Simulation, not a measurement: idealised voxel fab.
process module | voxel ribs on slabs
cross-section cut | 285 nm wide | cells 5 nm
A cross-section is a grid of square cells, given in bands from the top down. A band is one or more rows of cells.
Each band's line starts with the height of the band's top and of its bottom, in nm. Then come its materials from left to right, each with its width in nm. One material with "throughout" fills the band from edge to edge. "air" is empty space.
Height 0 is the level under which the wafer as received is all one material. The lowest band goes on downwards, as in "0 down".
A width such as "30 to 40" changes by the same amount from each row of cells to the next, from the band's top row to its bottom row.
"no change" after a step means that no cell of the cross-section changed.
closed voids: empty space of 8 cells or more with no open way to the top, each as width x height at its distance from the left edge, in nm
after a step's settings: what the simulator itself notes on the step
overlay nm, on a step with a mask: how far to the right of its planned place the mask lay; to the left if negative
plan
1 op RECEIVE | material Si
2 op DIRECTIONAL_DEP | material SiO2 | thk nm 25
3 op DIRECTIONAL_DEP | material SiN | thk nm 15
4 op PATTERN | tone cover | mask id RIB | material resist | width nm 30 | thk nm 15 | overlay nm 0
5 op DIRECTIONAL_ETCH | etch materials SiN | depth nm 10
6 op STRIP | etch materials resist
7 op MASKED_ETCH | tone cover | mask id SLAB | width nm 70 | etch materials SiN | depth nm 5 | overlay nm 0
8 op FILL_DEP | material SiO2 | thk nm 25
9 op CMP | height nm 60
10 op DIRECTIONAL_DEP | material TiN | thk nm 10
11 op DIRECTIONAL_DEP | material aC | thk nm 10
12 op PATTERN | tone cover | mask id HEATER | material resist | width nm 40 | thk nm 30 | overlay nm 0
13 op DIRECTIONAL_ETCH | etch materials aC | depth nm 10
14 op STRIP | etch materials resist
15 op DIRECTIONAL_ETCH | etch materials TiN | depth nm 10
16 op STRIP | etch materials aC
17 op CONFORMAL_DEP | material SiN | thk nm 5
as received, after step 1
  0 down: Si throughout
  closed voids: none
first wafer at the end, as planned
  75 to 70: air 115 | SiN 50 | air 120
  70 to 65: air 115 | SiN 5 | TiN 40 | SiN 5 | air 120
  65 to 60: SiN 120 | TiN 40 | SiN 125
  60 to 40: SiO2 throughout
  40 to 30: SiO2 125 | SiN 30 | SiO2 130
  30 to 25: SiO2 105 | SiN 70 | SiO2 110
  25 to 0: SiO2 throughout
  0 down: Si throughout
  closed voids: none
second wafer at the end: like start, like plan, one mistake
  75 to 70: air 115 | SiN 50 | air 120
  70 to 65: air 115 | SiN 5 | TiN 40 | SiN 5 | air 120
  65 to 60: SiN 120 | TiN 40 | SiN 125
  60 to 55: SiO2 throughout
  55 to 45: SiO2 125 | SiN 30 | SiO2 130
  45 to 40: SiO2 105 | SiN 70 | SiO2 110
  40 to 25: SiN throughout
  25 to 0: SiO2 throughout
  0 down: Si throughout
  closed voids: none
what went wrong: step 3 was run twice
at the end the second wafer has, in cells: 171 more of SiN | 171 fewer of SiO2
